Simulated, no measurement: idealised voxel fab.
Name of the process module below: voxel ribs on slabs
In the cross-section labelled cut, the width is 200 nm and each square cell is 5 nm.
A cross-section is a grid of square cells, given in bands from the top down. A band is one or more rows of cells. Heights first: top, then bottom, in nm. Then materials, left to right, each with a width in nm. "edge to edge" on a single material: fills the band edge to edge. "blank": empty space. Height is counted from the level 0, under which the received wafer is composed throughout of one material. The lowest of the bands is not closed at the bottom but continues downward, in the notation "0..down". The notation "30->40" denotes a width that varies across the rows of cells in the band, beginning at the first number in the top row, finishing at the second number in the bottom row, and changing by an identical amount from each row to the next. "nothing was modified", as given for a step, is the statement that not any cell of the cross-section underwent a change during that step. "Trapped voids" lists enclosed empty spaces (at least 8 cells, no open path upward to the top), each as width x height at distance from the left edge, in nm. It should be noted that, on the line of a given step, the content following the step's settings is a remark produced by the simulator itself with respect to that step. When a step includes a mask, the "overlay nm" setting on its line states how far to the right of its planned place that mask lay, and negative values state how far to the left.
STEPS PLANNED FOR THE PROCESS
- 1: RECEIVE with material Si
- 2: DIRECTIONAL_DEP with material SiO2, thk nm 25
- 3: DIRECTIONAL_DEP with material polySi, thk nm 15
- 4: MASKED_ETCH with tone cover, mask id RIB, width nm 20, etch materials polySi, depth nm 10, overlay nm 0
- 5: MASKED_ETCH with tone cover, mask id SLAB, width nm 60, etch materials polySi, depth nm 5, overlay nm 0
- 6: FILL_DEP with material SiO2, thk nm 20
- 7: CMP with height nm 55
- 8: DIRECTIONAL_DEP with material TiN, thk nm 5
- 9: PATTERN with tone cover, mask id HEATER, material resist, width nm 30, thk nm 15, overlay nm 0
- 10: DIRECTIONAL_ETCH with etch materials TiN, depth nm 5
- 11: STRIP with etch materials resist
- 12: CONFORMAL_DEP with material SiN, thk nm 10
CROSS-SECTION: WAFER ON ARRIVAL = AFTER STEP 1
> 0..down  Si edge to edge
> Trapped voids: none
FIGURE: CROSS-SECTIONAL VIEW OF THE WAFER UPON COMPLETION OF THE MODULE, PROCESSED FROM THE INITIAL STATE AND ACCORDING TO THE PLAN DEPICTED ABOVE, WITH ONE ERROR INTRODUCED DURING EXECUTION
> 70..65  blank (75); SiN (50); blank (75)
> 65..60  SiN edge to edge
> 60..55  SiN (85); TiN (30); SiN (85)
> 55..15  SiO2 edge to edge
> 15..0  polySi edge to edge
> 0..down  Si edge to edge
> Trapped voids: none
Misprocessing identified: steps 2 and 3 were swapped
